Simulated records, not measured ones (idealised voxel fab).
process module | voxel plated lines
cross-section cut | 285 nm wide | cells 5 nm
A cross-section is a grid of square cells, given in bands from the top down. A band is one or more rows of cells.
Each band's line starts with the height of the band's top and of its bottom, in nm. Then come its materials from left to right, each with its width in nm. One material with "throughout" fills the band from edge to edge. "air" is empty space.
Height 0 is the level under which the wafer as received is all one material. The lowest band goes on downwards, as in "0 down".
A width such as "30 to 40" changes by the same amount from each row of cells to the next, from the band's top row to its bottom row.
"no change" after a step means that no cell of the cross-section changed.
closed voids: empty space of 8 cells or more with no open way to the top, each as width x height at its distance from the left edge, in nm
after a step's settings: what the simulator itself notes on the step
overlay nm, on a step with a mask: how far to the right of its planned place the mask lay; to the left if negative
plan
1 op RECEIVE | material Si
2 op CONFORMAL_DEP | material Al2O3 | thk nm 5
3 op DIRECTIONAL_DEP | material TiN | thk nm 5
4 op PATTERN | tone open | mask id LINES | material resist | width nm 25 | pitch nm 55 | thk nm 25 | overlay nm 0
5 op EPI | material Ru | thk nm 10
6 op EPI | material Ru | thk nm 10
7 op STRIP | etch materials resist
8 op DIRECTIONAL_ETCH | etch materials TiN | depth nm 5
9 op CONFORMAL_DEP | material SiCN | thk nm 10
as received, after step 1
  0 down: Si throughout
  closed voids: none
a wafer at the end: this start, this plan, one mistake
  40 to 30: air 95 | SiCN 35 | air 20 | SiCN 35 | air 100
  30 to 15: air 95 | SiCN 10 | Ru 15 | SiCN 10 | air 20 | SiCN 10 | Ru 15 | SiCN 10 | air 100
  15 to 10: SiCN 105 | Ru 15 | SiCN 40 | Ru 15 | SiCN 110
  10 to 5: SiCN 105 | TiN 15 | SiCN 40 | TiN 15 | SiCN 110
  5 to 0: Al2O3 throughout
  0 down: Si throughout
  closed voids: none
what went wrong: step 4 ran as: op PATTERN | tone open | mask id LINES | material resist | width nm 15 | pitch nm 55 | thk nm 25 | overlay nm 0
